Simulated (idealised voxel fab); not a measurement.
process module | voxel self aligned vias
cross-section cut | 175 nm wide | cells 5 nm
A cross-section is a grid of square cells, given in bands from the top down. A band is one or more rows of cells.
Each band's line starts with the height of the band's top and of its bottom, in nm. Then come its materials from left to right, each with its width in nm. One material with "throughout" fills the band from edge to edge. "air" is empty space.
Height 0 is the level under which the wafer as received is all one material. The lowest band goes on downwards, as in "0 down".
A width such as "30 to 40" changes by the same amount from each row of cells to the next, from the band's top row to its bottom row.
"no change" after a step means that no cell of the cross-section changed.
closed voids: empty space of 8 cells or more with no open way to the top, each as width x height at its distance from the left edge, in nm
after a step's settings: what the simulator itself notes on the step
overlay nm, on a step with a mask: how far to the right of its planned place the mask lay; to the left if negative
Each pair below shows a cross-section before one step and the cross-section after it, down to the lowest band that changed. The line under each pair gives the step between them, with its settings. The pairs can come from different runs of this module on the same starting wafer, so a pair continues from the pair above only where its "before" says so.
before
  0 down: Si throughout
  closed voids: none
after
  10 to 0: SiO2 throughout
  below 0: unchanged
  closed voids: none
the step between: op CONFORMAL_DEP | material SiO2 | thk nm 10
before: the cross-section after the pair above
after
  15 to 10: SiCN throughout
  below 10: unchanged
  closed voids: none
the step between: op CONFORMAL_DEP | material SiCN | thk nm 5
before: the cross-section after the pair above
after
  45 to 15: lowk throughout
  below 15: unchanged
  closed voids: none
the step between: op DIRECTIONAL_DEP | material lowk | thk nm 30
before: the cross-section after the pair above
after
  60 to 45: resist 40 | air 30 | resist 35 | air 30 | resist 40
  below 45: unchanged
  closed voids: none
the step between: op PATTERN | tone open | mask id LINES | material resist | width nm 30 | pitch nm 65 | thk nm 15 | overlay nm 0
before: the cross-section after the pair above
after
  60 to 45: resist 40 | air 30 | resist 35 | air 30 | resist 40
  45 to 15: lowk 40 | air 30 | lowk 35 | air 30 | lowk 40
  below 15: unchanged
  closed voids: none
the step between: op DIRECTIONAL_ETCH | etch materials lowk | depth nm 30
before: the cross-section after the pair above
after
  45 to 15: lowk 40 | air 30 | lowk 35 | air 30 | lowk 40
  below 15: unchanged
  closed voids: none
the step between: op STRIP | etch materials resist
before: the cross-section after the pair above
after
  50 to 45: TiN 45 | air 20 | TiN 45 | air 20 | TiN 45
  45 to 20: lowk 40 | TiN 5 | air 20 | TiN 5 | lowk 35 | TiN 5 | air 20 | TiN 5 | lowk 40
  20 to 15: lowk 40 | TiN 30 | lowk 35 | TiN 30 | lowk 40
  below 15: unchanged
  closed voids: none
the step between: op CONFORMAL_DEP | material TiN | thk nm 5
before: the cross-section after the pair above
after
  60 to 50: W throughout
  50 to 45: TiN 45 | W 20 | TiN 45 | W 20 | TiN 45
  45 to 20: lowk 40 | TiN 5 | W 20 | TiN 5 | lowk 35 | TiN 5 | W 20 | TiN 5 | lowk 40
  below 20: unchanged
  closed voids: none
the step between: op FILL_DEP | material W | thk nm 10
before: the cross-section after the pair above
after
  45 to 20: lowk 40 | TiN 5 | W 20 | TiN 5 | lowk 35 | TiN 5 | W 20 | TiN 5 | lowk 40
  below 20: unchanged
  closed voids: none
the step between: op CMP | height nm 45
before: the cross-section after the pair above
after
  45 to 35: lowk 40 | air 30 | lowk 35 | air 30 | lowk 40
  below 35: unchanged
  closed voids: none
the step between: op SELECTIVE_ETCH | etch materials W Ru TiN | depth nm 10
before: the cross-section after the pair above
after
  50 to 45: SiN throughout
  45 to 35: lowk 40 | SiN 30 | lowk 35 | SiN 30 | lowk 40
  below 35: unchanged
  closed voids: none
the step between: op FILL_DEP | material SiN | thk nm 5
before: the cross-section after the pair above
after
  45 to 35: lowk 40 | SiN 30 | lowk 35 | SiN 30 | lowk 40
  below 35: unchanged
  closed voids: none
the step between: op CMP | height nm 45
before: the cross-section after the pair above
after
  65 to 45: lowk throughout
  below 45: unchanged
  closed voids: none
the step between: op DIRECTIONAL_DEP | material lowk | thk nm 20
before: the cross-section after the pair above
after
  85 to 65: resist 35 | air 40 | resist 100
  below 65: unchanged
  closed voids: none
the step between: op PATTERN | tone open | mask id VIAS | material resist | width nm 40 | thk nm 20 | overlay nm 0
before: the cross-section after the pair above
after
  85 to 65: resist 35 | air 40 | resist 100
  65 to 45: lowk 35 | air 40 | lowk 100
  below 45: unchanged
  closed voids: none
the step between: op DIRECTIONAL_ETCH | etch materials lowk | depth nm 20
before: the cross-section after the pair above
after
  85 to 65: resist 35 | air 40 | resist 100
  65 to 45: lowk 35 | air 40 | lowk 100
  45 to 35: lowk 40 | air 30 | lowk 35 | SiN 30 | lowk 40
  below 35: unchanged
  closed voids: none
the step between: op DIRECTIONAL_ETCH | etch materials SiN | depth nm 10
before: the cross-section after the pair above
after
  65 to 45: lowk 35 | air 40 | lowk 100
  below 45: unchanged
  closed voids: none
the step between: op STRIP | etch materials resist
before: the cross-section after the pair above
after
  70 to 65: TiN 40 | air 30 | TiN 105
  65 to 50: lowk 35 | TiN 5 | air 30 | TiN 5 | lowk 100
  50 to 45: lowk 35 | TiN 10 | air 20 | TiN 10 | lowk 100
  45 to 40: lowk 40 | TiN 5 | air 20 | TiN 5 | lowk 35 | SiN 30 | lowk 40
  40 to 35: lowk 40 | TiN 30 | lowk 35 | SiN 30 | lowk 40
  below 35: unchanged
  closed voids: none
the step between: op CONFORMAL_DEP | material TiN | thk nm 5
before: the cross-section after the pair above
after
  80 to 70: Cu throughout
  70 to 65: TiN 40 | Cu 30 | TiN 105
  65 to 50: lowk 35 | TiN 5 | Cu 30 | TiN 5 | lowk 100
  50 to 45: lowk 35 | TiN 10 | Cu 20 | TiN 10 | lowk 100
  45 to 40: lowk 40 | TiN 5 | Cu 20 | TiN 5 | lowk 35 | SiN 30 | lowk 40
  below 40: unchanged
  closed voids: none
the step between: op FILL_DEP | material Cu | thk nm 10
before: the cross-section after the pair above
after
  65 to 50: lowk 35 | TiN 5 | Cu 30 | TiN 5 | lowk 100
  below 50: unchanged
  closed voids: none
the step between: op CMP | height nm 65
before: the cross-section after the pair above
after
  70 to 65: SiN throughout
  below 65: unchanged
  closed voids: none
the step between: op CONFORMAL_DEP | material SiN | thk nm 5
before
  80 to 70: Cu throughout
  70 to 65: TiN 40 | Cu 30 | TiN 105
  65 to 50: lowk 35 | TiN 5 | Cu 30 | TiN 5 | lowk 100
  50 to 45: lowk 35 | TiN 10 | Cu 20 | TiN 10 | lowk 100
  45 to 40: lowk 40 | TiN 5 | Cu 20 | TiN 5 | lowk 35 | SiN 30 | lowk 40
  40 to 35: lowk 40 | TiN 30 | lowk 35 | SiN 30 | lowk 40
  35 to 20: lowk 40 | TiN 5 | W 20 | TiN 5 | lowk 35 | TiN 5 | W 20 | TiN 5 | lowk 40
  20 to 15: lowk 40 | TiN 30 | lowk 35 | TiN 30 | lowk 40
  15 to 10: SiCN throughout
  10 to 0: SiO2 throughout
  0 down: Si throughout
  closed voids: none
after
  85 to 80: SiN throughout
  below 80: unchanged
  closed voids: none
the step between: op CONFORMAL_DEP | material SiN | thk nm 5
before
  85 to 65: resist 35 | air 40 | resist 100
  65 to 45: lowk 35 | air 40 | lowk 100
  45 to 35: lowk 40 | SiN 30 | lowk 35 | SiN 30 | lowk 40
  35 to 20: lowk 40 | TiN 5 | W 20 | TiN 5 | lowk 35 | TiN 5 | W 20 | TiN 5 | lowk 40
  20 to 15: lowk 40 | TiN 30 | lowk 35 | TiN 30 | lowk 40
  15 to 10: SiCN throughout
  10 to 0: SiO2 throughout
  0 down: Si throughout
  closed voids: none
after
  85 to 65: resist 35 | air 40 | resist 100
  65 to 45: lowk 35 | air 40 | lowk 100
  45 to 35: lowk 35 | air 5 | SiN 30 | air 5 | lowk 30 | SiN 30 | lowk 40
  35 to 25: lowk 35 | air 5 | TiN 5 | W 20 | TiN 5 | air 5 | lowk 30 | TiN 5 | W 20 | TiN 5 | lowk 40
  below 25: unchanged
  closed voids: none
the step between: op DIRECTIONAL_ETCH | etch materials lowk | depth nm 20
before: the cross-section after the pair above
after
  85 to 65: resist 35 | air 40 | resist 100
  65 to 45: lowk 35 | air 40 | lowk 100
  45 to 35: lowk 35 | air 40 | lowk 30 | SiN 30 | lowk 40
  below 35: unchanged
  closed voids: none
the step between: op DIRECTIONAL_ETCH | etch materials SiN | depth nm 10
before: the cross-section after the pair above
after
  65 to 45: lowk 35 | air 40 | lowk 100
  below 45: unchanged
  closed voids: none
the step between: op STRIP | etch materials resist
before: the cross-section after the pair above
after
  70 to 65: TiN 40 | air 30 | TiN 105
  65 to 45: lowk 35 | TiN 5 | air 30 | TiN 5 | lowk 100
  45 to 40: lowk 35 | TiN 5 | air 30 | TiN 5 | lowk 30 | SiN 30 | lowk 40
  40 to 35: lowk 35 | TiN 40 | lowk 30 | SiN 30 | lowk 40
  35 to 25: lowk 35 | TiN 10 | W 20 | TiN 10 | lowk 30 | TiN 5 | W 20 | TiN 5 | lowk 40
  below 25: unchanged
  closed voids: none
the step between: op CONFORMAL_DEP | material TiN | thk nm 5
before: the cross-section after the pair above
after
  80 to 70: Cu throughout
  70 to 65: TiN 40 | Cu 30 | TiN 105
  65 to 45: lowk 35 | TiN 5 | Cu 30 | TiN 5 | lowk 100
  45 to 40: lowk 35 | TiN 5 | Cu 30 | TiN 5 | lowk 30 | SiN 30 | lowk 40
  below 40: unchanged
  closed voids: none
the step between: op FILL_DEP | material Cu | thk nm 10
before: the cross-section after the pair above
after
  65 to 45: lowk 35 | TiN 5 | Cu 30 | TiN 5 | lowk 100
  below 45: unchanged
  closed voids: none
the step between: op CMP | height nm 65
before: the cross-section after the pair above
after
  70 to 65: SiN throughout
  below 65: unchanged
  closed voids: none
the step between: op CONFORMAL_DEP | material SiN | thk nm 5
before
  0 down: Si throughout
  closed voids: none
after
  5 to 0: SiCN throughout
  below 0: unchanged
  closed voids: none
the step between: op CONFORMAL_DEP | material SiCN | thk nm 5
before: the cross-section after the pair above
after
  15 to 5: SiO2 throughout
  below 5: unchanged
  closed voids: none
the step between: op CONFORMAL_DEP | material SiO2 | thk nm 10
before: the cross-section after the pair above
after
  45 to 15: lowk throughout
  below 15: unchanged
  closed voids: none
the step between: op DIRECTIONAL_DEP | material lowk | thk nm 30
before: the cross-section after the pair above
after
  60 to 45: resist 40 | air 30 | resist 35 | air 30 | resist 40
  below 45: unchanged
  closed voids: none
the step between: op PATTERN | tone open | mask id LINES | material resist | width nm 30 | pitch nm 65 | thk nm 15 | overlay nm 0
before: the cross-section after the pair above
after
  60 to 45: resist 40 | air 30 | resist 35 | air 30 | resist 40
  45 to 15: lowk 40 | air 30 | lowk 35 | air 30 | lowk 40
  below 15: unchanged
  closed voids: none
the step between: op DIRECTIONAL_ETCH | etch materials lowk | depth nm 30
before: the cross-section after the pair above
after
  45 to 15: lowk 40 | air 30 | lowk 35 | air 30 | lowk 40
  below 15: unchanged
  closed voids: none
the step between: op STRIP | etch materials resist
before: the cross-section after the pair above
after
  50 to 45: TiN 45 | air 20 | TiN 45 | air 20 | TiN 45
  45 to 20: lowk 40 | TiN 5 | air 20 | TiN 5 | lowk 35 | TiN 5 | air 20 | TiN 5 | lowk 40
  20 to 15: lowk 40 | TiN 30 | lowk 35 | TiN 30 | lowk 40
  below 15: unchanged
  closed voids: none
the step between: op CONFORMAL_DEP | material TiN | thk nm 5
before: the cross-section after the pair above
after
  60 to 50: W throughout
  50 to 45: TiN 45 | W 20 | TiN 45 | W 20 | TiN 45
  45 to 20: lowk 40 | TiN 5 | W 20 | TiN 5 | lowk 35 | TiN 5 | W 20 | TiN 5 | lowk 40
  below 20: unchanged
  closed voids: none
the step between: op FILL_DEP | material W | thk nm 10
before: the cross-section after the pair above
after
  45 to 20: lowk 40 | TiN 5 | W 20 | TiN 5 | lowk 35 | TiN 5 | W 20 | TiN 5 | lowk 40
  below 20: unchanged
  closed voids: none
the step between: op CMP | height nm 45
before: the cross-section after the pair above
after
  45 to 35: lowk 40 | air 30 | lowk 35 | air 30 | lowk 40
  below 35: unchanged
  closed voids: none
the step between: op SELECTIVE_ETCH | etch materials W Ru TiN | depth nm 10
before: the cross-section after the pair above
after
  50 to 45: SiN throughout
  45 to 35: lowk 40 | SiN 30 | lowk 35 | SiN 30 | lowk 40
  below 35: unchanged
  closed voids: none
the step between: op FILL_DEP | material SiN | thk nm 5
before: the cross-section after the pair above
after
  45 to 35: lowk 40 | SiN 30 | lowk 35 | SiN 30 | lowk 40
  below 35: unchanged
  closed voids: none
the step between: op CMP | height nm 45
before: the cross-section after the pair above
after
  65 to 45: lowk throughout
  below 45: unchanged
  closed voids: none
the step between: op DIRECTIONAL_DEP | material lowk | thk nm 20
before: the cross-section after the pair above
after
  85 to 65: resist 35 | air 40 | resist 100
  below 65: unchanged
  closed voids: none
the step between: op PATTERN | tone open | mask id VIAS | material resist | width nm 40 | thk nm 20 | overlay nm 0
before: the cross-section after the pair above
after
  85 to 65: resist 35 | air 40 | resist 100
  65 to 45: lowk 35 | air 40 | lowk 100
  below 45: unchanged
  closed voids: none
the step between: op DIRECTIONAL_ETCH | etch materials lowk | depth nm 20
before: the cross-section after the pair above
after
  85 to 65: resist 35 | air 40 | resist 100
  65 to 45: lowk 35 | air 40 | lowk 100
  45 to 35: lowk 40 | air 30 | lowk 35 | SiN 30 | lowk 40
  below 35: unchanged
  closed voids: none
the step between: op DIRECTIONAL_ETCH | etch materials SiN | depth nm 10
before: the cross-section after the pair above
after
  65 to 45: lowk 35 | air 40 | lowk 100
  below 45: unchanged
  closed voids: none
the step between: op STRIP | etch materials resist
before: the cross-section after the pair above
after
  70 to 65: TiN 40 | air 30 | TiN 105
  65 to 50: lowk 35 | TiN 5 | air 30 | TiN 5 | lowk 100
  50 to 45: lowk 35 | TiN 10 | air 20 | TiN 10 | lowk 100
  45 to 40: lowk 40 | TiN 5 | air 20 | TiN 5 | lowk 35 | SiN 30 | lowk 40
  40 to 35: lowk 40 | TiN 30 | lowk 35 | SiN 30 | lowk 40
  below 35: unchanged
  closed voids: none
the step between: op CONFORMAL_DEP | material TiN | thk nm 5
before: the cross-section after the pair above
after
  80 to 70: Cu throughout
  70 to 65: TiN 40 | Cu 30 | TiN 105
  65 to 50: lowk 35 | TiN 5 | Cu 30 | TiN 5 | lowk 100
  50 to 45: lowk 35 | TiN 10 | Cu 20 | TiN 10 | lowk 100
  45 to 40: lowk 40 | TiN 5 | Cu 20 | TiN 5 | lowk 35 | SiN 30 | lowk 40
  below 40: unchanged
  closed voids: none
the step between: op FILL_DEP | material Cu | thk nm 10
before: the cross-section after the pair above
after
  65 to 50: lowk 35 | TiN 5 | Cu 30 | TiN 5 | lowk 100
  below 50: unchanged
  closed voids: none
the step between: op CMP | height nm 65
before: the cross-section after the pair above
after
  70 to 65: SiN throughout
  below 65: unchanged
  closed voids: none
the step between: op CONFORMAL_DEP | material SiN | thk nm 5
before
  45 to 20: lowk 40 | TiN 5 | W 20 | TiN 5 | lowk 35 | TiN 5 | W 20 | TiN 5 | lowk 40
  20 to 15: lowk 40 | TiN 30 | lowk 35 | TiN 30 | lowk 40
  15 to 10: SiCN throughout
  10 to 0: SiO2 throughout
  0 down: Si throughout
  closed voids: none
after
  45 to 30: lowk 40 | air 30 | lowk 35 | air 30 | lowk 40
  below 30: unchanged
  closed voids: none
the step between: op SELECTIVE_ETCH | etch materials W Ru TiN | depth nm 15
before: the cross-section after the pair above
after
  50 to 45: SiN throughout
  45 to 30: lowk 40 | SiN 30 | lowk 35 | SiN 30 | lowk 40
  below 30: unchanged
  closed voids: none
the step between: op FILL_DEP | material SiN | thk nm 5
before: the cross-section after the pair above
after
  45 to 30: lowk 40 | SiN 30 | lowk 35 | SiN 30 | lowk 40
  below 30: unchanged
  closed voids: none
the step between: op CMP | height nm 45
before: the cross-section after the pair above
after
  65 to 45: lowk throughout
  below 45: unchanged
  closed voids: none
the step between: op DIRECTIONAL_DEP | material lowk | thk nm 20
before: the cross-section after the pair above
after
  85 to 65: resist 35 | air 40 | resist 100
  below 65: unchanged
  closed voids: none
the step between: op PATTERN | tone open | mask id VIAS | material resist | width nm 40 | thk nm 20 | overlay nm 0
before: the cross-section after the pair above
after
  85 to 65: resist 35 | air 40 | resist 100
  65 to 45: lowk 35 | air 40 | lowk 100
  below 45: unchanged
  closed voids: none
the step between: op DIRECTIONAL_ETCH | etch materials lowk | depth nm 20
before: the cross-section after the pair above
after
  85 to 65: resist 35 | air 40 | resist 100
  65 to 45: lowk 35 | air 40 | lowk 100
  45 to 35: lowk 40 | air 30 | lowk 35 | SiN 30 | lowk 40
  below 35: unchanged
  closed voids: none
the step between: op DIRECTIONAL_ETCH | etch materials SiN | depth nm 10
before: the cross-section after the pair above
after
  65 to 45: lowk 35 | air 40 | lowk 100
  below 45: unchanged
  closed voids: none
the step between: op STRIP | etch materials resist
before: the cross-section after the pair above
after
  70 to 65: TiN 40 | air 30 | TiN 105
  65 to 50: lowk 35 | TiN 5 | air 30 | TiN 5 | lowk 100
  50 to 45: lowk 35 | TiN 10 | air 20 | TiN 10 | lowk 100
  45 to 40: lowk 40 | TiN 5 | air 20 | TiN 5 | lowk 35 | SiN 30 | lowk 40
  40 to 35: lowk 40 | TiN 30 | lowk 35 | SiN 30 | lowk 40
  below 35: unchanged
  closed voids: none
the step between: op CONFORMAL_DEP | material TiN | thk nm 5
before: the cross-section after the pair above
after
  80 to 70: Cu throughout
  70 to 65: TiN 40 | Cu 30 | TiN 105
  65 to 50: lowk 35 | TiN 5 | Cu 30 | TiN 5 | lowk 100
  50 to 45: lowk 35 | TiN 10 | Cu 20 | TiN 10 | lowk 100
  45 to 40: lowk 40 | TiN 5 | Cu 20 | TiN 5 | lowk 35 | SiN 30 | lowk 40
  below 40: unchanged
  closed voids: none
the step between: op FILL_DEP | material Cu | thk nm 10
before: the cross-section after the pair above
after
  65 to 50: lowk 35 | TiN 5 | Cu 30 | TiN 5 | lowk 100
  below 50: unchanged
  closed voids: none
the step between: op CMP | height nm 65
before: the cross-section after the pair above
after
  70 to 65: SiN throughout
  below 65: unchanged
  closed voids: none
the step between: op CONFORMAL_DEP | material SiN | thk nm 5
before
  65 to 45: lowk throughout
  45 to 35: lowk 40 | SiN 30 | lowk 35 | SiN 30 | lowk 40
  35 to 20: lowk 40 | TiN 5 | W 20 | TiN 5 | lowk 35 | TiN 5 | W 20 | TiN 5 | lowk 40
  20 to 15: lowk 40 | TiN 30 | lowk 35 | TiN 30 | lowk 40
  15 to 10: SiCN throughout
  10 to 0: SiO2 throughout
  0 down: Si throughout
  closed voids: none
after
  85 to 65: resist 30 | air 50 | resist 95
  below 65: unchanged
  closed voids: none
the step between: op PATTERN | tone open | mask id VIAS | material resist | width nm 50 | thk nm 20 | overlay nm 0
before: the cross-section after the pair above
after
  85 to 65: resist 30 | air 50 | resist 95
  65 to 45: lowk 30 | air 50 | lowk 95
  below 45: unchanged
  closed voids: none
the step between: op DIRECTIONAL_ETCH | etch materials lowk | depth nm 20
before: the cross-section after the pair above
after
  85 to 65: resist 30 | air 50 | resist 95
  65 to 45: lowk 30 | air 50 | lowk 95
  45 to 35: lowk 40 | air 30 | lowk 35 | SiN 30 | lowk 40
  below 35: unchanged
  closed voids: none
the step between: op DIRECTIONAL_ETCH | etch materials SiN | depth nm 10
before: the cross-section after the pair above
after
  65 to 45: lowk 30 | air 50 | lowk 95
  below 45: unchanged
  closed voids: none
the step between: op STRIP | etch materials resist
before: the cross-section after the pair above
after
  70 to 65: TiN 35 | air 40 | TiN 100
  65 to 50: lowk 30 | TiN 5 | air 40 | TiN 5 | lowk 95
  50 to 45: lowk 30 | TiN 15 | air 20 | TiN 15 | lowk 95
  45 to 40: lowk 40 | TiN 5 | air 20 | TiN 5 | lowk 35 | SiN 30 | lowk 40
  40 to 35: lowk 40 | TiN 30 | lowk 35 | SiN 30 | lowk 40
  below 35: unchanged
  closed voids: none
the step between: op CONFORMAL_DEP | material TiN | thk nm 5
before: the cross-section after the pair above
after
  80 to 70: Cu throughout
  70 to 65: TiN 35 | Cu 40 | TiN 100
  65 to 50: lowk 30 | TiN 5 | Cu 40 | TiN 5 | lowk 95
  50 to 45: lowk 30 | TiN 15 | Cu 20 | TiN 15 | lowk 95
  45 to 40: lowk 40 | TiN 5 | Cu 20 | TiN 5 | lowk 35 | SiN 30 | lowk 40
  below 40: unchanged
  closed voids: none
the step between: op FILL_DEP | material Cu | thk nm 10
before: the cross-section after the pair above
after
  65 to 50: lowk 30 | TiN 5 | Cu 40 | TiN 5 | lowk 95
  below 50: unchanged
  closed voids: none
the step between: op CMP | height nm 65
before: the cross-section after the pair above
after
  70 to 65: SiN throughout
  below 65: unchanged
  closed voids: none
the step between: op CONFORMAL_DEP | material SiN | thk nm 5
before
  45 to 15: lowk throughout
  15 to 10: SiCN throughout
  10 to 0: SiO2 throughout
  0 down: Si throughout
  closed voids: none
after
  60 to 45: resist 30 | air 30 | resist 35 | air 30 | resist 50
  below 45: unchanged
  closed voids: none
the step between: op PATTERN | tone open | mask id LINES | material resist | width nm 30 | pitch nm 65 | thk nm 15 | overlay nm -10
before: the cross-section after the pair above
after
  60 to 45: resist 30 | air 30 | resist 35 | air 30 | resist 50
  45 to 15: lowk 30 | air 30 | lowk 35 | air 30 | lowk 50
  below 15: unchanged
  closed voids: none
the step between: op DIRECTIONAL_ETCH | etch materials lowk | depth nm 30
before: the cross-section after the pair above
after
  45 to 15: lowk 30 | air 30 | lowk 35 | air 30 | lowk 50
  below 15: unchanged
  closed voids: none
the step between: op STRIP | etch materials resist
before: the cross-section after the pair above
after
  50 to 45: TiN 35 | air 20 | TiN 45 | air 20 | TiN 55
  45 to 20: lowk 30 | TiN 5 | air 20 | TiN 5 | lowk 35 | TiN 5 | air 20 | TiN 5 | lowk 50
  20 to 15: lowk 30 | TiN 30 | lowk 35 | TiN 30 | lowk 50
  below 15: unchanged
  closed voids: none
the step between: op CONFORMAL_DEP | material TiN | thk nm 5
before: the cross-section after the pair above
after
  60 to 50: W throughout
  50 to 45: TiN 35 | W 20 | TiN 45 | W 20 | TiN 55
  45 to 20: lowk 30 | TiN 5 | W 20 | TiN 5 | lowk 35 | TiN 5 | W 20 | TiN 5 | lowk 50
  below 20: unchanged
  closed voids: none
the step between: op FILL_DEP | material W | thk nm 10
before: the cross-section after the pair above
after
  45 to 20: lowk 30 | TiN 5 | W 20 | TiN 5 | lowk 35 | TiN 5 | W 20 | TiN 5 | lowk 50
  below 20: unchanged
  closed voids: none
the step between: op CMP | height nm 45
before: the cross-section after the pair above
after
  45 to 35: lowk 30 | air 30 | lowk 35 | air 30 | lowk 50
  below 35: unchanged
  closed voids: none
the step between: op SELECTIVE_ETCH | etch materials W Ru TiN | depth nm 10
before: the cross-section after the pair above
after
  50 to 45: SiN throughout
  45 to 35: lowk 30 | SiN 30 | lowk 35 | SiN 30 | lowk 50
  below 35: unchanged
  closed voids: none
the step between: op FILL_DEP | material SiN | thk nm 5
before: the cross-section after the pair above
after
  45 to 35: lowk 30 | SiN 30 | lowk 35 | SiN 30 | lowk 50
  below 35: unchanged
  closed voids: none
the step between: op CMP | height nm 45
before: the cross-section after the pair above
after
  65 to 45: lowk throughout
  below 45: unchanged
  closed voids: none
the step between: op DIRECTIONAL_DEP | material lowk | thk nm 20
before: the cross-section after the pair above
after
  85 to 65: resist 35 | air 40 | resist 100
  below 65: unchanged
  closed voids: none
the step between: op PATTERN | tone open | mask id VIAS | material resist | width nm 40 | thk nm 20 | overlay nm 0
before: the cross-section after the pair above
after
  85 to 65: resist 35 | air 40 | resist 100
  65 to 45: lowk 35 | air 40 | lowk 100
  below 45: unchanged
  closed voids: none
the step between: op DIRECTIONAL_ETCH | etch materials lowk | depth nm 20
before: the cross-section after the pair above
after
  85 to 65: resist 35 | air 40 | resist 100
  65 to 45: lowk 35 | air 40 | lowk 100
  45 to 35: lowk 30 | SiN 5 | air 25 | lowk 35 | SiN 30 | lowk 50
  below 35: unchanged
  closed voids: none
the step between: op DIRECTIONAL_ETCH | etch materials SiN | depth nm 10
before: the cross-section after the pair above
after
  65 to 45: lowk 35 | air 40 | lowk 100
  below 45: unchanged
  closed voids: none
the step between: op STRIP | etch materials resist
before: the cross-section after the pair above
after
  70 to 65: TiN 40 | air 30 | TiN 105
  65 to 50: lowk 35 | TiN 5 | air 30 | TiN 5 | lowk 100
  50 to 45: lowk 35 | TiN 5 | air 15 | TiN 20 | lowk 100
  45 to 40: lowk 30 | SiN 5 | TiN 5 | air 15 | TiN 5 | lowk 35 | SiN 30 | lowk 50
  40 to 35: lowk 30 | SiN 5 | TiN 25 | lowk 35 | SiN 30 | lowk 50
  below 35: unchanged
  closed voids: none
the step between: op CONFORMAL_DEP | material TiN | thk nm 5
before: the cross-section after the pair above
after
  80 to 70: Cu throughout
  70 to 65: TiN 40 | Cu 30 | TiN 105
  65 to 50: lowk 35 | TiN 5 | Cu 30 | TiN 5 | lowk 100
  50 to 45: lowk 35 | TiN 5 | Cu 15 | TiN 20 | lowk 100
  45 to 40: lowk 30 | SiN 5 | TiN 5 | Cu 15 | TiN 5 | lowk 35 | SiN 30 | lowk 50
  below 40: unchanged
  closed voids: none
the step between: op FILL_DEP | material Cu | thk nm 10
before: the cross-section after the pair above
after
  65 to 50: lowk 35 | TiN 5 | Cu 30 | TiN 5 | lowk 100
  below 50: unchanged
  closed voids: none
the step between: op CMP | height nm 65
before: the cross-section after the pair above
after
  70 to 65: SiN throughout
  below 65: unchanged
  closed voids: none
the step between: op CONFORMAL_DEP | material SiN | thk nm 5
before
  45 to 15: lowk 40 | air 30 | lowk 35 | air 30 | lowk 40
  15 to 10: SiCN throughout
  10 to 0: SiO2 throughout
  0 down: Si throughout
  closed voids: none
after
  50 to 45: SiN 45 | air 20 | SiN 45 | air 20 | SiN 45
  45 to 20: lowk 40 | SiN 5 | air 20 | SiN 5 | lowk 35 | SiN 5 | air 20 | SiN 5 | lowk 40
  20 to 15: lowk 40 | SiN 30 | lowk 35 | SiN 30 | lowk 40
  below 15: unchanged
  closed voids: none
the step between: op CONFORMAL_DEP | material SiN | thk nm 5
before: the cross-section after the pair above
after
  60 to 50: W throughout
  50 to 45: SiN 45 | W 20 | SiN 45 | W 20 | SiN 45
  45 to 20: lowk 40 | SiN 5 | W 20 | SiN 5 | lowk 35 | SiN 5 | W 20 | SiN 5 | lowk 40
  below 20: unchanged
  closed voids: none
the step between: op FILL_DEP | material W | thk nm 10
before: the cross-section after the pair above
after
  45 to 20: lowk 40 | SiN 5 | W 20 | SiN 5 | lowk 35 | SiN 5 | W 20 | SiN 5 | lowk 40
  below 20: unchanged
  closed voids: none
the step between: op CMP | height nm 45
before: the cross-section after the pair above
after
  45 to 35: lowk 40 | SiN 5 | air 20 | SiN 5 | lowk 35 | SiN 5 | air 20 | SiN 5 | lowk 40
  below 35: unchanged
  closed voids: none
the step between: op SELECTIVE_ETCH | etch materials W Ru TiN | depth nm 10
before: the cross-section after the pair above
after
  50 to 45: SiN throughout
  45 to 35: lowk 40 | SiN 30 | lowk 35 | SiN 30 | lowk 40
  below 35: unchanged
  closed voids: none
the step between: op FILL_DEP | material SiN | thk nm 5
before: the cross-section after the pair above
after
  45 to 35: lowk 40 | SiN 30 | lowk 35 | SiN 30 | lowk 40
  below 35: unchanged
  closed voids: none
the step between: op CMP | height nm 45
before: the cross-section after the pair above
after
  65 to 45: lowk throughout
  below 45: unchanged
  closed voids: none
the step between: op DIRECTIONAL_DEP | material lowk | thk nm 20
before: the cross-section after the pair above
after
  85 to 65: resist 35 | air 40 | resist 100
  below 65: unchanged
  closed voids: none
the step between: op PATTERN | tone open | mask id VIAS | material resist | width nm 40 | thk nm 20 | overlay nm 0
before: the cross-section after the pair above
after
  85 to 65: resist 35 | air 40 | resist 100
  65 to 45: lowk 35 | air 40 | lowk 100
  below 45: unchanged
  closed voids: none
the step between: op DIRECTIONAL_ETCH | etch materials lowk | depth nm 20
before: the cross-section after the pair above
after
  85 to 65: resist 35 | air 40 | resist 100
  65 to 45: lowk 35 | air 40 | lowk 100
  45 to 35: lowk 40 | air 30 | lowk 35 | SiN 30 | lowk 40
  below 35: unchanged
  closed voids: none
the step between: op DIRECTIONAL_ETCH | etch materials SiN | depth nm 10
before: the cross-section after the pair above
after
  65 to 45: lowk 35 | air 40 | lowk 100
  below 45: unchanged
  closed voids: none
the step between: op STRIP | etch materials resist
before: the cross-section after the pair above
after
  70 to 65: TiN 40 | air 30 | TiN 105
  65 to 50: lowk 35 | TiN 5 | air 30 | TiN 5 | lowk 100
  50 to 45: lowk 35 | TiN 10 | air 20 | TiN 10 | lowk 100
  45 to 40: lowk 40 | TiN 5 | air 20 | TiN 5 | lowk 35 | SiN 30 | lowk 40
  40 to 35: lowk 40 | TiN 30 | lowk 35 | SiN 30 | lowk 40
  below 35: unchanged
  closed voids: none
the step between: op CONFORMAL_DEP | material TiN | thk nm 5
before: the cross-section after the pair above
after
  80 to 70: Cu throughout
  70 to 65: TiN 40 | Cu 30 | TiN 105
  65 to 50: lowk 35 | TiN 5 | Cu 30 | TiN 5 | lowk 100
  50 to 45: lowk 35 | TiN 10 | Cu 20 | TiN 10 | lowk 100
  45 to 40: lowk 40 | TiN 5 | Cu 20 | TiN 5 | lowk 35 | SiN 30 | lowk 40
  below 40: unchanged
  closed voids: none
the step between: op FILL_DEP | material Cu | thk nm 10
before: the cross-section after the pair above
after
  65 to 50: lowk 35 | TiN 5 | Cu 30 | TiN 5 | lowk 100
  below 50: unchanged
  closed voids: none
the step between: op CMP | height nm 65
before: the cross-section after the pair above
after
  70 to 65: SiN throughout
  below 65: unchanged
  closed voids: none
the step between: op CONFORMAL_DEP | material SiN | thk nm 5
before
  65 to 45: lowk throughout
  45 to 35: lowk 40 | SiN 30 | lowk 35 | SiN 30 | lowk 40
  35 to 20: lowk 40 | TiN 5 | W 20 | TiN 5 | lowk 35 | TiN 5 | W 20 | TiN 5 | lowk 40
  20 to 15: lowk 40 | TiN 30 | lowk 35 | TiN 30 | lowk 40
  15 to 10: SiCN throughout
  10 to 0: SiO2 throughout
  0 down: Si throughout
  closed voids: none
after
  85 to 65: air 35 | resist 40 | air 100
  below 65: unchanged
  closed voids: none
the step between: op PATTERN | tone cover | mask id VIAS | material resist | width nm 40 | thk nm 20 | overlay nm 0
before: the cross-section after the pair above
after
  85 to 65: air 35 | resist 40 | air 100
  65 to 45: air 35 | lowk 40 | air 100
  below 45: unchanged
  closed voids: none
the step between: op DIRECTIONAL_ETCH | etch materials lowk | depth nm 20
